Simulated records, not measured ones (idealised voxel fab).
This is a process module. Its name is voxel plated lines.
The cross-section shown here is cut; it is 155 nm wide and divided into square cells measuring 5 nm on a side.
This document writes a cross-section as a grid whose cells are square, and gives it as bands, listed from the top down; one or more rows of cells form a band.
Top height, bottom height, nm. Materials left to right, width each, nm. Single material + "edge to edge" = fills band edge to edge. "empty" = empty.
The reference from which all heights are counted is 0, the level beneath which the as-received wafer is entirely one material; the lowest band, having no lower bound, proceeds downward and is written after the example "0..down".
The two numbers in a width such as "30..40" mark its ends across the band: the first belongs to the top row of cells, the second to the bottom row, and from each row to the next the width moves by the same amount.
When a step is marked "stayed the same", none of the cells in the cross-section changed during that step.
Look at "Closed void register" for the closed voids: empty spaces with no open path to the top, sized 8 cells or up. Each is width x height at distance, distance from the left edge, all nm.
It should be noted that, on the line of a given step, the content following the step's settings is a remark produced by the simulator itself with respect to that step.
overlay nm: mask offset rightward from planned place, masked step; negative means leftward offset.

Process steps foreseen in the plan:
1. op RECEIVE | material Si
2. op CONFORMAL_DEP | material SiO2 | thk nm 15
3. op DIRECTIONAL_DEP | material TiN | thk nm 5
4. op PATTERN | tone open | mask id LINES | material resist | width nm 25 | pitch nm 45 | thk nm 35 | overlay nm 0
5. op EPI | material Ru | thk nm 10
6. op EPI | material Ru | thk nm 5
7. op EPI | material Ru | thk nm 10
8. op STRIP | etch materials resist
9. op DIRECTIONAL_ETCH | etch materials TiN | depth nm 5
10. op CONFORMAL_DEP | material SiCN | thk nm 5

This is the cross-section of the wafer as we received it, i.e. after step 1:
  0..down | Si edge to edge
  Closed void register: none

Result of the module, cross-sectioned: start per above, plan per above, one error in how it was run:
  65..60 | empty: 35, SiCN: 35, empty: 10, SiCN: 35, empty: 40
  60..35 | empty: 35, SiCN: 5, Ru: 25, SiCN: 5, empty: 10, SiCN: 5, Ru: 25, SiCN: 5, empty: 40
  35..30 | SiCN: 40, TiN: 25, SiCN: 20, TiN: 25, SiCN: 45
  30..0 | SiO2 edge to edge
  0..down | Si edge to edge
  Closed void register: none
So what did we get wrong on this run? plan step 2 ran twice
